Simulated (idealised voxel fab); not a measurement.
Name of the process module below: voxel trench capacitor
FYI the section here is cut, 245 nm wide, cells are 5 nm squares.
Format of a cross-section: grid, square cells. Given as bands. Order: top down. Band: one or more rows of cells.
First you get the band's top height and its bottom height, in nm, and then the materials it's made of, left to right, with each width in nm. If you see a single material with "throughout", that one covers the band edge to edge. "blank" is empty space.
All heights in this document are referenced to 0, defined as the level beneath which the wafer, as received, consists entirely of one material. The lowest band is not bounded below; it extends indefinitely downward and is written in the form "0 and below".
Read "30->40" as a graded width: first number on top, second number at the bottom, same change between each pair of neighbouring rows.
The designation "stayed the same", where it is given for a processing step, indicates that no cell of the cross-section was altered in the course of that step.
Closed-off voids of 8+ cells (no open route to the top) go in "Closed internal voids", written width x height at distance from the left edge, in nm.
What comes after the settings on a step's line is commentary from the simulator itself on that step.
"overlay nm" on a masked step: distance the mask lay right of its planned place, negative for left.
# Planned step list for the process
1: RECEIVE with material Si
2: CONFORMAL_DEP with material SiN, thk nm 5
3: DIRECTIONAL_DEP with material aC, thk nm 15
4: PATTERN with tone open, mask id TRENCH, material resist, width nm 25, pitch nm 50, thk nm 30, overlay nm 0
5: DIRECTIONAL_ETCH with etch materials aC, depth nm 15
6: STRIP with etch materials resist
7: DIRECTIONAL_ETCH with etch materials SiN, depth nm 5
8: DIRECTIONAL_ETCH with etch materials Si, depth nm 25
9: STRIP with etch materials aC
10: CONFORMAL_DEP with material HfO2, thk nm 5
11: CONFORMAL_DEP with material TiN, thk nm 5
12: FILL_DEP with material W, thk nm 5
13: CMP with height nm 5
# Here's what the wafer looked like in cross-section when it arrived - that's after step 1
> 0 and below = Si throughout
> Closed internal voids: none
# Below is the wafer in cross-section after the module was completed. It began from the starting point shown above and followed the plan shown above, except that one mistake was made while running it
> 5 down to 0 = SiN 55, then HfO2 5, then TiN 5, then W 5, then TiN 5, then HfO2 5, then SiN 25, then HfO2 5, then TiN 5, then W 5, then TiN 5, then HfO2 5, then SiN 25, then HfO2 5, then TiN 5, then W 5, then TiN 5, then HfO2 5, then SiN 65
> 0 down to -15 = Si 55, then HfO2 5, then TiN 5, then W 5, then TiN 5, then HfO2 5, then Si 25, then HfO2 5, then TiN 5, then W 5, then TiN 5, then HfO2 5, then Si 25, then HfO2 5, then TiN 5, then W 5, then TiN 5, then HfO2 5, then Si 65
> -15 down to -20 = Si 55, then HfO2 5, then TiN 15, then HfO2 5, then Si 25, then HfO2 5, then TiN 15, then HfO2 5, then Si 25, then HfO2 5, then TiN 15, then HfO2 5, then Si 65
> -20 down to -25 = Si 55, then HfO2 25, then Si 25, then HfO2 25, then Si 25, then HfO2 25, then Si 65
> -25 and below = Si throughout
> Closed internal voids: none
What went wrong in running the wafer? rather than as planned, step 4 actually ran as PATTERN with tone open, mask id TRENCH, material resist, width nm 25, pitch nm 50, thk nm 30, overlay nm -5
